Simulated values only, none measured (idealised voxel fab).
process module | voxel capacitor over wiring
cross-section cut | 145 nm wide | cells 5 nm
A cross-section is a grid of square cells, given in bands from the top down. A band is one or more rows of cells.
Each band's line starts with the height of the band's top and of its bottom, in nm. Then come its materials from left to right, each with its width in nm. One material with "throughout" fills the band from edge to edge. "air" is empty space.
Height 0 is the level under which the wafer as received is all one material. The lowest band goes on downwards, as in "0 down".
A width such as "30 to 40" changes by the same amount from each row of cells to the next, from the band's top row to its bottom row.
"no change" after a step means that no cell of the cross-section changed.
closed voids: empty space of 8 cells or more with no open way to the top, each as width x height at its distance from the left edge, in nm
after a step's settings: what the simulator itself notes on the step
overlay nm, on a step with a mask: how far to the right of its planned place the mask lay; to the left if negative
plan
1 op RECEIVE | material Si
2 op CONFORMAL_DEP | material SiO2 | thk nm 10
3 op CONFORMAL_DEP | material SiN | thk nm 5
4 op DIRECTIONAL_DEP | material SiO2 | thk nm 15
5 op MASKED_ETCH | tone open | mask id METAL_1 | width nm 20 | pitch nm 85 | etch materials SiO2 | depth nm 15 | overlay nm 0
6 op MASKED_ETCH | tone open | mask id METAL_1 | width nm 20 | pitch nm 85 | etch materials SiN | depth nm 5 | overlay nm 0
7 op CONFORMAL_DEP | material TiN | thk nm 5
8 op FILL_DEP | material W | thk nm 10
9 op CMP | height nm 30
10 op CONFORMAL_DEP | material SiCN | thk nm 5
11 op DIRECTIONAL_DEP | material SiO2 | thk nm 20
12 op DIRECTIONAL_DEP | material aC | thk nm 10
13 op PATTERN | tone open | mask id PLUG_1 | material resist | width nm 15 | thk nm 25 | overlay nm 0
14 op DIRECTIONAL_ETCH | etch materials aC | depth nm 10
15 op STRIP | etch materials resist
16 op DIRECTIONAL_ETCH | etch materials SiO2 | depth nm 20
17 op DIRECTIONAL_ETCH | etch materials SiCN | depth nm 5
18 op STRIP | etch materials aC
19 op EPI | material Ru | thk nm 10
20 op EPI | material Ru | thk nm 10
21 op EPI | material Ru | thk nm 5
22 op DIRECTIONAL_DEP | material TiN | thk nm 5
23 op DIRECTIONAL_DEP | material SiN | thk nm 5
24 op DIRECTIONAL_DEP | material TiN | thk nm 10
25 op MASKED_ETCH | tone cover | mask id UPPER_PLATE | width nm 70 | etch materials TiN | depth nm 10 | overlay nm 0
26 op MASKED_ETCH | tone cover | mask id UPPER_PLATE | width nm 70 | etch materials SiN | depth nm 5 | overlay nm 0
27 op DIRECTIONAL_DEP | material aC | thk nm 15
28 op PATTERN | tone cover | mask id LOWER_PLATE | material resist | width nm 80 | thk nm 35 | overlay nm 0
29 op DIRECTIONAL_ETCH | etch materials aC | depth nm 15
30 op STRIP | etch materials resist
31 op DIRECTIONAL_ETCH | etch materials TiN | depth nm 5
32 op STRIP | etch materials aC
33 op FILL_DEP | material SiO2 | thk nm 15
34 op CMP | height nm 85
35 op MASKED_ETCH | tone open | mask id PLUG_2 | width nm 15 | etch materials SiO2 | depth nm 10 | overlay nm 0
36 op CONFORMAL_DEP | material TiN | thk nm 5
37 op FILL_DEP | material Cu | thk nm 5
38 op CMP | height nm 85
39 op CONFORMAL_DEP | material SiCN | thk nm 5
as received, after step 1
  0 down: Si throughout
  closed voids: none
a wafer at the end: this start, this plan, one mistake
  90 to 85: SiCN throughout
  85 to 80: SiO2 35 | TiN 5 | Cu 5 | TiN 5 | SiO2 95
  80 to 75: SiO2 35 | TiN 15 | SiO2 95
  75 to 65: SiO2 25 | TiN 70 | SiO2 50
  65 to 60: SiO2 25 | SiN 70 | SiO2 50
  60 to 55: SiO2 20 | TiN 80 | SiO2 45
  55 to 35: SiO2 25 | Ru 15 | SiO2 105
  35 to 30: SiCN 25 | Ru 15 | SiCN 105
  30 to 20: SiO2 15 | TiN 5 | W 20 | TiN 5 | SiO2 55 | TiN 5 | W 20 | TiN 5 | SiO2 15
  20 to 15: SiO2 15 | TiN 10 | W 10 | TiN 10 | SiO2 55 | TiN 10 | W 10 | TiN 10 | SiO2 15
  15 to 10: SiN 20 | TiN 20 | SiN 65 | TiN 20 | SiN 20
  10 to 0: SiO2 throughout
  0 down: Si throughout
  closed voids: none
what went wrong: step 5 ran as: op MASKED_ETCH | tone open | mask id METAL_1 | width nm 30 | pitch nm 85 | etch materials SiO2 | depth nm 15 | overlay nm 0
